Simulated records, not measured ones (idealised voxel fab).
process module | voxel capacitor over wiring
cross-section cut | 235 nm wide | cells 5 nm
A cross-section is a grid of square cells, given in bands from the top down. A band is one or more rows of cells.
Each band's line starts with the height of the band's top and of its bottom, in nm. Then come its materials from left to right, each with its width in nm. One material with "throughout" fills the band from edge to edge. "air" is empty space.
Height 0 is the level under which the wafer as received is all one material. The lowest band goes on downwards, as in "0 down".
A width such as "30 to 40" changes by the same amount from each row of cells to the next, from the band's top row to its bottom row.
"no change" after a step means that no cell of the cross-section changed.
closed voids: empty space of 8 cells or more with no open way to the top, each as width x height at its distance from the left edge, in nm
after a step's settings: what the simulator itself notes on the step
overlay nm, on a step with a mask: how far to the right of its planned place the mask lay; to the left if negative
plan
1 op RECEIVE | material Si
2 op CONFORMAL_DEP | material SiO2 | thk nm 10
3 op DIRECTIONAL_DEP | material TiN | thk nm 5
4 op DIRECTIONAL_DEP | material Ru | thk nm 25
5 op DIRECTIONAL_DEP | material aC | thk nm 10
6 op PATTERN | tone cover | mask id METAL_1 | material resist | width nm 30 | pitch nm 90 | thk nm 25 | overlay nm 0
7 op DIRECTIONAL_ETCH | etch materials aC | depth nm 10
8 op STRIP | etch materials resist
9 op DIRECTIONAL_ETCH | etch materials Ru | depth nm 25
10 op DIRECTIONAL_ETCH | etch materials TiN | depth nm 5
11 op STRIP | etch materials aC
12 op CONFORMAL_DEP | material SiN | thk nm 5
13 op FILL_DEP | material SiO2 | thk nm 5
14 op CMP | height nm 40
15 op CONFORMAL_DEP | material SiCN | thk nm 5
16 op DIRECTIONAL_DEP | material lowk | thk nm 10
17 op DIRECTIONAL_DEP | material aC | thk nm 10
18 op PATTERN | tone open | mask id PLUG_1 | material resist | width nm 15 | thk nm 25 | overlay nm 0
19 op DIRECTIONAL_ETCH | etch materials aC | depth nm 10
20 op STRIP | etch materials resist
21 op DIRECTIONAL_ETCH | etch materials lowk | depth nm 10
22 op DIRECTIONAL_ETCH | etch materials SiCN | depth nm 5
23 op STRIP | etch materials aC
24 op EPI | material Ru | thk nm 10
25 op EPI | material Ru | thk nm 5
26 op DIRECTIONAL_DEP | material TiN | thk nm 10
27 op DIRECTIONAL_DEP | material Al2O3 | thk nm 5
28 op DIRECTIONAL_DEP | material TiN | thk nm 10
29 op PATTERN | tone cover | mask id UPPER_PLATE | material resist | width nm 65 | thk nm 20 | overlay nm 0
30 op DIRECTIONAL_ETCH | etch materials TiN | depth nm 10
31 op DIRECTIONAL_ETCH | etch materials Al2O3 | depth nm 5
32 op STRIP | etch materials resist
33 op DIRECTIONAL_DEP | material aC | thk nm 15
34 op PATTERN | tone cover | mask id LOWER_PLATE | material resist | width nm 75 | thk nm 35 | overlay nm 0
35 op DIRECTIONAL_ETCH | etch materials aC | depth nm 15
36 op STRIP | etch materials resist
37 op DIRECTIONAL_ETCH | etch materials TiN | depth nm 10
38 op STRIP | etch materials aC
39 op FILL_DEP | material SiO2 | thk nm 15
40 op CMP | height nm 90
41 op MASKED_ETCH | tone open | mask id PLUG_2 | width nm 15 | etch materials SiO2 | depth nm 10 | overlay nm 0
42 op CONFORMAL_DEP | material TiN | thk nm 5
43 op FILL_DEP | material W | thk nm 5
44 op CMP | height nm 90
45 op CONFORMAL_DEP | material SiCN | thk nm 5
varied across the wafers: thk nm of step 15. The plan shows the first wafer's value. All wafers start alike
first wafer as received, after step 1
  0 down: Si throughout
  closed voids: none
each wafer at the end: cells of each material gained (+) or lost (-) since it was received, then its closed voids
thk nm 5 | +13 Al2O3 | +69 Ru | +91 SiCN | +55 SiN | +503 SiO2 | +73 TiN | +1 W | +88 lowk | closed voids: none
thk nm 10 | +13 Al2O3 | +60 Ru | +138 SiCN | +55 SiN | +467 SiO2 | +72 TiN | +88 lowk | closed voids: none
thk nm 15 | +13 Al2O3 | +60 Ru | +185 SiCN | +55 SiN | +422 SiO2 | +70 TiN | +88 lowk | closed voids: none
thk nm 20 | +13 Al2O3 | +60 Ru | +232 SiCN | +55 SiN | +385 SiO2 | +60 TiN | +88 lowk | closed voids: none
